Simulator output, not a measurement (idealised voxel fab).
Module name: voxel ribs on slabs (process module)
The width of the displayed cross-section, cut, is 175 nm; its cells are square, with a size of 5 nm.
Bands, listed from the top down, are how a cross-section gets written in this document; the cross-section itself is a grid of square cells, and a band is one or more rows of them.
What a band's entry tells you: where the top is and where the bottom is, as heights in nm, and after that what lies inside, material by material from left to right, each with its width in nm. Empty space is written as the word "empty", and a single material marked with the word "edge to edge" occupies the band from edge to edge.
Height datum 0, below which the as-received substrate wafer is one material. Lowest band open at the bottom, running downward: "0..down".
Quick explanation for "30..40": the width changes in equal steps down the rows of cells, from the first number in the band's top row to the second number in its bottom row.
Where a step carries "nothing changed", the cross-section came out of it unchanged, cell for cell.
So "Sealed cavities" is basically the list of trapped voids: any empty space of 8 cells or more that can't reach the top through an opening. They're written width x height at distance, the distance being from the left edge, and it's all nm.
Where a step's line continues beyond its settings, the continuation is a remark by the simulator itself on that step.
The setting "overlay nm" may be written on the line of a step. When the step uses a mask, the value reports how far to the right of the planned place the mask lay, and a negative value reports that it lay to the left.
**plan**
- 1: RECEIVE,material Si
- 2: DIRECTIONAL_DEP,material SiO2,thk nm 25
- 3: DIRECTIONAL_DEP,material polySi,thk nm 15
- 4: DIRECTIONAL_DEP,material aC,thk nm 10
- 5: PATTERN,tone cover,mask id RIB,material resist,width nm 20,thk nm 25,overlay nm 0
- 6: DIRECTIONAL_ETCH,etch materials aC,depth nm 10
- 7: STRIP,etch materials resist
- 8: DIRECTIONAL_ETCH,etch materials polySi,depth nm 10
- 9: STRIP,etch materials aC
- 10: PATTERN,tone cover,mask id SLAB,material resist,width nm 70,thk nm 15,overlay nm 0
- 11: DIRECTIONAL_ETCH,etch materials polySi,depth nm 5
- 12: STRIP,etch materials resist
- 13: FILL_DEP,material SiO2,thk nm 25
- 14: CMP,height nm 60
- 15: DIRECTIONAL_DEP,material TiN,thk nm 10
- 16: DIRECTIONAL_DEP,material aC,thk nm 15
- 17: PATTERN,tone cover,mask id HEATER,material resist,width nm 30,thk nm 35,overlay nm 0
- 18: DIRECTIONAL_ETCH,etch materials aC,depth nm 15
- 19: STRIP,etch materials resist
- 20: DIRECTIONAL_ETCH,etch materials TiN,depth nm 10
- 21: STRIP,etch materials aC
- 22: CONFORMAL_DEP,material SiO2,thk nm 5
**Wafer, first of two, run as planned**
**Cross-section of the wafer at receipt, which is the condition after step 1**
> 0..down | Si edge to edge
> Sealed cavities: none
**Cross-section through the wafer, step 2 finished**
> 25..0 | SiO2 edge to edge
> Note: structure below 0 unchanged.
**Cross-section through the wafer, step 3 finished**
> 40..25 | polySi edge to edge
> Note: structure below 25 unchanged.
**Cross-section through the wafer, step 4 finished**
> 50..40 | aC edge to edge
> Note: structure below 40 unchanged.
**Cross-section through the wafer, step 5 finished**
> 75..50 | empty 75, then resist 20, then empty 80
> Note: structure below 50 unchanged.
**Cross-section through the wafer, step 6 finished**
> 65..50 | empty 75, then resist 20, then empty 80
> 50..40 | empty 75, then aC 20, then empty 80
> Note: structure below 40 unchanged.
**Cross-section through the wafer, step 7 finished**
> 50..40 | empty 75, then aC 20, then empty 80
> Note: structure below 40 unchanged.
**Cross-section through the wafer, step 8 finished**
> 50..40 | empty 75, then aC 20, then empty 80
> 40..30 | empty 75, then polySi 20, then empty 80
> Note: structure below 30 unchanged.
**Cross-section through the wafer, step 9 finished**
> 40..30 | empty 75, then polySi 20, then empty 80
> Note: structure below 30 unchanged.
**Cross-section through the wafer, step 10 finished**
> 55..40 | empty 50, then resist 70, then empty 55
> 40..30 | empty 50, then resist 25, then polySi 20, then resist 25, then empty 55
> Note: structure below 30 unchanged.
**Cross-section through the wafer, step 11 finished**
> 55..40 | empty 50, then resist 70, then empty 55
> 40..30 | empty 50, then resist 25, then polySi 20, then resist 25, then empty 55
> 30..25 | empty 50, then polySi 70, then empty 55
> Note: structure below 25 unchanged.
**Cross-section through the wafer, step 12 finished**
> 40..30 | empty 75, then polySi 20, then empty 80
> Note: structure below 30 unchanged.
**Cross-section through the wafer, step 13 finished**
> 65..40 | SiO2 edge to edge
> 40..30 | SiO2 75, then polySi 20, then SiO2 80
> 30..25 | SiO2 50, then polySi 70, then SiO2 55
> Note: structure below 25 unchanged.
**Cross-section through the wafer, step 14 finished**
> 60..40 | SiO2 edge to edge
> Note: structure below 40 unchanged.
**Cross-section through the wafer, step 15 finished**
> 70..60 | TiN edge to edge
> Note: structure below 60 unchanged.
**Cross-section through the wafer, step 16 finished**
> 85..70 | aC edge to edge
> Note: structure below 70 unchanged.
**Cross-section through the wafer, step 17 finished**
> 120..85 | empty 70, then resist 30, then empty 75
> Note: structure below 85 unchanged.
**Cross-section through the wafer, step 18 finished**
> 105..85 | empty 70, then resist 30, then empty 75
> 85..70 | empty 70, then aC 30, then empty 75
> Note: structure below 70 unchanged.
**Cross-section through the wafer, step 19 finished**
> 85..70 | empty 70, then aC 30, then empty 75
> Note: structure below 70 unchanged.
**Cross-section through the wafer, step 20 finished**
> 85..70 | empty 70, then aC 30, then empty 75
> 70..60 | empty 70, then TiN 30, then empty 75
> Note: structure below 60 unchanged.
**Cross-section through the wafer, step 21 finished**
> 70..60 | empty 70, then TiN 30, then empty 75
> Note: structure below 60 unchanged.
**Cross-section through the wafer, step 22 finished**
> 75..70 | empty 65, then SiO2 40, then empty 70
> 70..65 | empty 65, then SiO2 5, then TiN 30, then SiO2 5, then empty 70
> 65..60 | SiO2 70, then TiN 30, then SiO2 75
> Note: structure below 60 unchanged.
**Second Wafer (Identical Start and Plan, One Processing Error; Matches First Wafer Through Step 21)**
Second wafer at the planned finish of step 22, seen in cross-section: nothing changed
Deviation noted in wafer processing: plan step 22 skipped
End of process, cell counts, second wafer against first, materials with more or fewer: SiO2 -39
